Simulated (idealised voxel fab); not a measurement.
process module | voxel self aligned contacts
Cross-sectional view cut (width: 170 nm; square cell size: 5 nm).
Cross-sections here: square-cell grids, written as top-down lists of bands, a band being one or more rows of cells. Quick guide to a band line: top height, bottom height (nm) up front; then every material left to right with its width in nm. Only one material and it's marked "all across"? Then it fills the band edge to edge. And "blank" just means empty space. Height 0 is the level under which the wafer as received is all one material. The lowest band goes on downwards, as in "0 down". Graded width ("30 to 40"): value in top row of band = first number; value in bottom row = second number; row-to-row change constant. Basically "all unchanged" means that step didn't change any cell in the cross-section. "Closed void roster": sealed empty spaces, 8 cells or more, no open way to top, listed width x height at distance, with distance from the left edge and width, height and distance in nm. Text after the settings on a step's line: the simulator's own remark on that step. Among the settings permitted on a step's line is "overlay nm"; applied to a step with a mask, it specifies the extent to which the mask lay to the right of its planned position, whereas a negative figure signifies a position to the left.

## These are the steps we planned for the process
step 1: RECEIVE: material Si
step 2: CONFORMAL_DEP: material SiO2, thk nm 5
step 3: DIRECTIONAL_DEP: material polySi, thk nm 30
step 4: DIRECTIONAL_DEP: material SiN, thk nm 20
step 5: MASKED_ETCH: tone cover, mask id GATE, width nm 35, pitch nm 70, etch materials SiN, depth nm 20, overlay nm 0
step 6: MASKED_ETCH: tone cover, mask id GATE, width nm 35, pitch nm 70, etch materials polySi, depth nm 30, overlay nm 0
step 7: CONFORMAL_DEP: material SiN, thk nm 5
step 8: DIRECTIONAL_ETCH: etch materials SiN, depth nm 5
step 9: FILL_DEP: material SiO2, thk nm 20
step 10: CMP: height nm 65
step 11: MASKED_ETCH: tone open, mask id CONTACT, width nm 45, etch materials SiO2, depth nm 65, overlay nm -15
step 12: CONFORMAL_DEP: material TiN, thk nm 5
step 13: FILL_DEP: material Ru, thk nm 10
step 14: CMP: height nm 65
step 15: CONFORMAL_DEP: material SiCN, thk nm 5
The plan's step 11 overlay nm is the first wafer's value; the wafers differ in this setting and start identical.

## Received wafers, first of several: cross-section after step 1
	0 down = Si all across
	Closed void roster: none

## Shown in cross-section: the first of several wafers at the end of the module, after its last step, step 15
	70 to 65 = SiCN all across
	65 to 55 = 45 nm SiO2 / 5 to 30 nm TiN / 35 to 10 nm Ru / 5 nm TiN / 80 nm SiO2
	55 to 35 = 25 nm SiO2 / 45 nm SiN / 5 nm TiN / 10 nm Ru / 5 nm TiN / 5 nm SiO2 / 45 nm SiN / 30 nm SiO2
	35 to 5 = 25 nm SiO2 / 5 nm SiN / 35 nm polySi / 5 nm SiN / 5 nm TiN / 10 nm Ru / 5 nm TiN / 5 nm SiO2 / 5 nm SiN / 35 nm polySi / 5 nm SiN / 30 nm SiO2
	5 to 0 = 70 nm SiO2 / 20 nm TiN / 80 nm SiO2
	0 down = Si all across
	Closed void roster: none

## last wafer at the end
	70 to 65 = SiCN all across
	65 to 55 = 75 nm SiO2 / 5 nm TiN / 35 to 10 nm Ru / 5 to 30 nm TiN / 50 nm SiO2
	55 to 35 = 25 nm SiO2 / 45 nm SiN / 5 nm SiO2 / 5 nm TiN / 10 nm Ru / 5 nm TiN / 45 nm SiN / 30 nm SiO2
	35 to 5 = 25 nm SiO2 / 5 nm SiN / 35 nm polySi / 5 nm SiN / 5 nm SiO2 / 5 nm TiN / 10 nm Ru / 5 nm TiN / 5 nm SiN / 35 nm polySi / 5 nm SiN / 30 nm SiO2
	5 to 0 = 75 nm SiO2 / 20 nm TiN / 75 nm SiO2
	0 down = Si all across
	Closed void roster: none

## Each row below is a wafer at the end of the module, listing for every material the number of cells it has gained (+) or lost (-) since it was received, followed by its closed voids
overlay nm -15; +29 Ru; +34 SiCN; +96 SiN; +200 SiO2; +33 TiN; +84 polySi; Closed void roster: none
overlay nm -10; +40 Ru; +34 SiCN; +96 SiN; +189 SiO2; +33 TiN; +84 polySi; Closed void roster: none
overlay nm -5; +40 Ru; +34 SiCN; +96 SiN; +189 SiO2; +33 TiN; +84 polySi; Closed void roster: none
overlay nm 0; +40 Ru; +34 SiCN; +96 SiN; +189 SiO2; +33 TiN; +84 polySi; Closed void roster: none
overlay nm 5; +40 Ru; +34 SiCN; +96 SiN; +189 SiO2; +33 TiN; +84 polySi; Closed void roster: none
overlay nm 10; +40 Ru; +34 SiCN; +96 SiN; +189 SiO2; +33 TiN; +84 polySi; Closed void roster: none
overlay nm 15; +29 Ru; +34 SiCN; +96 SiN; +200 SiO2; +33 TiN; +84 polySi; Closed void roster: none
